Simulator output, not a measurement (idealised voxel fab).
The process module that follows is named voxel wiring stack.
Cross-section cut spans 285 nm and uses square cells 5 nm in size.
If you're reading a cross-section in this doc, picture square cells in a grid; it comes to you as bands, top ones listed first down to the bottom, and a band can be one or more rows of cells. The entry gives the band's vertical extent as a top height and a bottom height in nm, then its horizontal make-up as materials from left to right, each with a width in nm. "blank" stands for empty space; a single material marked "everywhere" fills the band edge to edge. For the purposes of this specification, 0 denotes the height below which the wafer in its as-received condition is composed wholly of one material, and the lowermost band, lacking a lower limit, extends downward without end, as expressed in "0..down". Note: "30 to 40" means the width goes from the first number (top row of the band) to the second number (bottom row) in equal steps per row of cells. What does "nothing changed" mean for a step? It means no cell of the cross-section changed in that step. "Sealed void listing": sealed empty spaces, 8 cells or more, no open way to top, listed width x height at distance, with distance from the left edge and width, height and distance in nm. Anything after a step's settings on that line? It's the simulator's own note about the step. When a step includes a mask, the "overlay nm" setting on its line states how far to the right of its planned place that mask lay, and negative values state how far to the left.
Intended process steps
1 RECEIVE | material Si
2 CONFORMAL_DEP | material SiO2 | thk nm 15
3 CONFORMAL_DEP | material SiCN | thk nm 5
4 DIRECTIONAL_DEP | material SiO2 | thk nm 25
5 PATTERN | tone open | mask id METAL_1 | material resist | width nm 25 | pitch nm 45 | thk nm 20 | overlay nm 0
6 DIRECTIONAL_ETCH | etch materials SiO2 | depth nm 25
7 DIRECTIONAL_ETCH | etch materials SiCN | depth nm 5
8 STRIP | etch materials resist
9 CONFORMAL_DEP | material TiN | thk nm 5
10 FILL_DEP | material Cu | thk nm 10
11 CMP | height nm 45
12 CONFORMAL_DEP | material SiCN | thk nm 5
13 DIRECTIONAL_DEP | material lowk | thk nm 35
14 PATTERN | tone open | mask id METAL_2 | material resist | width nm 25 | pitch nm 45 | thk nm 15 | overlay nm 0
15 DIRECTIONAL_ETCH | etch materials lowk | depth nm 20
16 STRIP | etch materials resist
17 MASKED_ETCH | tone open | mask id METAL_2_HOLES | width nm 15 | etch materials lowk | depth nm 15 | overlay nm 0
18 MASKED_ETCH | tone open | mask id METAL_2_HOLES | width nm 15 | etch materials SiCN | depth nm 5 | overlay nm 0
19 CONFORMAL_DEP | material TiN | thk nm 5
20 FILL_DEP | material Ru | thk nm 10
21 CMP | height nm 85
22 CONFORMAL_DEP | material SiN | thk nm 5
The cross-section here shows the wafer as received, i.e. in its state after step 1
* 0..down  Si everywhere
* Sealed void listing: none
Module complete, cross-section. Starting point and plan per above. One mistake made in running the module
* 90..85  SiN everywhere
* 85..70  105 of lowk / 5 of TiN / 15 of Ru / 5 of TiN / 20 of lowk / 5 of TiN / 15 of Ru / 5 of TiN / 110 of lowk
* 70..65  105 of lowk / 5 of TiN / 5 of Ru / 15 of TiN / 20 of lowk / 25 of TiN / 110 of lowk
* 65..50  105 of lowk / 5 of TiN / 5 of Ru / 5 of TiN / 165 of lowk
* 50..45  105 of SiCN / 15 of TiN / 165 of SiCN
* 45..35  Cu everywhere
* 35..30  110 of TiN / 15 of Cu / 30 of TiN / 15 of Cu / 115 of TiN
* 30..5  105 of SiO2 / 5 of TiN / 15 of Cu / 5 of TiN / 20 of SiO2 / 5 of TiN / 15 of Cu / 5 of TiN / 110 of SiO2
* 5..0  105 of SiCN / 25 of TiN / 20 of SiCN / 25 of TiN / 110 of SiCN
* 0..down  Si everywhere
* Sealed void listing: none
Deviation from plan: skipped: plan step 2 (never run)
